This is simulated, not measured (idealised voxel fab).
Herein follows the process module entitled voxel double patterning.
Shown is cross-section cut, with a width of 265 nm and square cells of size 5 nm.
Format of a cross-section: grid, square cells. Given as bands. Order: top down. Band: one or more rows of cells.
Heights first: top, then bottom, in nm. Then materials, left to right, each with a width in nm. "all across" on a single material: fills the band edge to edge. "air": empty space.
Ref level 0: as-received wafer is one material below here. Bottom band extends down with no lower bound ("from 0 down").
When a width is written as two numbers, as in "30->40", the first number is the width in the top row of cells of the band and the second is the width in its bottom row, and the width changes by the same amount from each row to the next.
The designation "nothing changed", where it is given for a processing step, indicates that no cell of the cross-section was altered in the course of that step.
Look at "Unvented cavities" for the closed voids: empty spaces with no open path to the top, sized 8 cells or up. Each is width x height at distance, distance from the left edge, all nm.
On a step's line, text after the settings is the simulator commenting on that step.
Steps that use a mask can have "overlay nm" on their line. It says how far the mask sat to the right of where it was meant to be. Negative means to the left.

These are the steps we planned for the process:
1. op RECEIVE | material Si
2. op CONFORMAL_DEP | material SiO2 | thk nm 5
3. op DIRECTIONAL_DEP | material W | thk nm 15
4. op DIRECTIONAL_DEP | material SiCN | thk nm 10
5. op MASKED_ETCH | tone open | mask id FIRST | width nm 15 | pitch nm 50 | etch materials SiCN | depth nm 10 | overlay nm 0
6. op MASKED_ETCH | tone open | mask id SECOND | width nm 15 | etch materials SiCN | depth nm 10 | overlay nm 0
7. op DIRECTIONAL_ETCH | etch materials W | depth nm 15
8. op STRIP | etch materials SiCN

First wafer of two (run as planned):

Here's what the wafer looked like in cross-section when it arrived - that's after step 1:
* from 0 down | Si all across
* Unvented cavities: none

Cross-section: wafer state after step 2:
* from 5 to 0 | SiO2 all across
* Rest of section, below 0: as before.

Cross-section: wafer state after step 3:
* from 20 to 5 | W all across
* Rest of section, below 5: as before.

Cross-section: wafer state after step 4:
* from 30 to 20 | SiCN all across
* Rest of section, below 20: as before.

Cross-section: wafer state after step 5:
* from 30 to 20 | 100 of SiCN  15 of air  35 of SiCN  15 of air  100 of SiCN
* Rest of section, below 20: as before.

Cross-section: wafer state after step 6:
* from 30 to 20 | 100 of SiCN  15 of air  10 of SiCN  15 of air  10 of SiCN  15 of air  100 of SiCN
* Rest of section, below 20: as before.

Cross-section: wafer state after step 7:
* from 30 to 20 | 100 of SiCN  15 of air  10 of SiCN  15 of air  10 of SiCN  15 of air  100 of SiCN
* from 20 to 5 | 100 of W  15 of air  10 of W  15 of air  10 of W  15 of air  100 of W
* Rest of section, below 5: as before.

Cross-section: wafer state after step 8:
* from 20 to 5 | 100 of W  15 of air  10 of W  15 of air  10 of W  15 of air  100 of W
* Rest of section, below 5: as before.

Second wafer, same starting state and plan as the first, one mistake in the run, identical through step 7:

Cross-section of the second wafer corresponding to the planned conclusion of step 8: nothing changed
Processing error: step 8 of the plan was excluded from execution and never run
Bottom line after processing is that, in cells, the second wafer is up or down on some materials versus the first: +88 SiCN
